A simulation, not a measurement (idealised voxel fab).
process module | voxel released beams
The cross-section shown here is cut; it is 285 nm wide and divided into square cells measuring 5 nm on a side.
We lay out every cross-section as a grid of square cells and spell it out in bands from the top down, where one band means one or more rows of cells.
Band entry format. Leading values: height of top, height of bottom, nm. Remainder: materials in left-to-right order, each with its width in nm. Special words: "throughout" on a single material, which then fills the band edge to edge; "empty", empty space.
Heights are reckoned from 0. Under this level, the received wafer is all of one material. The bottommost band is open-ended downward, for example "0 and below".
A width such as "30..40" changes by the same amount from each row of cells to the next, from the band's top row to its bottom row.
What does "no modifications" mean for a step? It means no cell of the cross-section changed in that step.
Empty spaces without an open route to the top, at least 8 cells in extent, make up the entry "Enclosed internal cavities"; each is given as width x height at distance, where the distance is measured from the left edge, and all are in nm.
The remark found on a step's line after its settings is issued by the simulator itself and pertains to that step.
You can add "overlay nm" to a step's line. For a step with a mask, it describes how far the mask lay to the right of its planned position, and a negative number describes a lay to the left.
**The following list gives the planned process steps**
| 1 | RECEIVE: material Si |
| 2 | CONFORMAL_DEP: material Al2O3, thk nm 5 |
| 3 | DIRECTIONAL_DEP: material SiO2, thk nm 20 |
| 4 | PATTERN: tone open, mask id ANCHOR, material resist, width nm 35, thk nm 15, overlay nm 0 |
| 5 | DIRECTIONAL_ETCH: etch materials SiO2, depth nm 20 |
| 6 | STRIP: etch materials resist |
| 7 | CONFORMAL_DEP: material W, thk nm 15 |
| 8 | MASKED_ETCH: tone cover, mask id BEAM, width nm 95, etch materials W, depth nm 15, overlay nm 0 |
| 9 | STRIP: etch materials SiO2 |
**first wafer, as planned**
**Wafer as received: cross-section following step 1**
> 0 and below = Si throughout
> Enclosed internal cavities: none
**Cross-sectional representation of the wafer at the conclusion of step 2**
> 5 down to 0 = Al2O3 throughout
> Below 0, no change.
**Cross-sectional representation of the wafer at the conclusion of step 3**
> 25 down to 5 = SiO2 throughout
> Below 5, no change.
**Cross-sectional representation of the wafer at the conclusion of step 4**
> 40 down to 25 = resist 95 nm | empty 35 nm | resist 155 nm
> Below 25, no change.
**Cross-sectional representation of the wafer at the conclusion of step 5**
> 40 down to 25 = resist 95 nm | empty 35 nm | resist 155 nm
> 25 down to 5 = SiO2 95 nm | empty 35 nm | SiO2 155 nm
> Below 5, no change.
**Cross-sectional representation of the wafer at the conclusion of step 6**
> 25 down to 5 = SiO2 95 nm | empty 35 nm | SiO2 155 nm
> Below 5, no change.
**Cross-sectional representation of the wafer at the conclusion of step 7**
> 40 down to 25 = W 110 nm | empty 5 nm | W 170 nm
> 25 down to 20 = SiO2 95 nm | W 15 nm | empty 5 nm | W 15 nm | SiO2 155 nm
> 20 down to 5 = SiO2 95 nm | W 35 nm | SiO2 155 nm
> Below 5, no change.
**Cross-sectional representation of the wafer at the conclusion of step 8**
> 40 down to 25 = empty 90 nm | W 20 nm | empty 5 nm | W 70 nm | empty 100 nm
> Below 25, no change.
**Cross-sectional representation of the wafer at the conclusion of step 9**
> 40 down to 25 = empty 90 nm | W 20 nm | empty 5 nm | W 70 nm | empty 100 nm
> 25 down to 20 = empty 95 nm | W 15 nm | empty 5 nm | W 15 nm | empty 155 nm
> 20 down to 5 = empty 95 nm | W 35 nm | empty 155 nm
> Below 5, no change.
**Second wafer: same start and same plan as the first, one execution error; identical to the first through step 6**
**Cross-section of the second wafer at the time step 7 of the plan should have ended**
> 50 down to 25 = W throughout
> 25 down to 5 = SiO2 95 nm | W 35 nm | SiO2 155 nm
> Below 5, no change.
**Cross-section of the second wafer at the time step 8 of the plan should have ended**
> 50 down to 35 = empty 90 nm | W 95 nm | empty 100 nm
> Below 35, no change.
Cross-section of the second wafer at the time step 9 of the plan should have ended: no modifications
Error vs. plan: rather than as planned, step 7 actually ran as CONFORMAL_DEP: material W, thk nm 25
At the finish, the second wafer shows more or fewer cells for some materials than the first does: +200 SiO2; +118 W
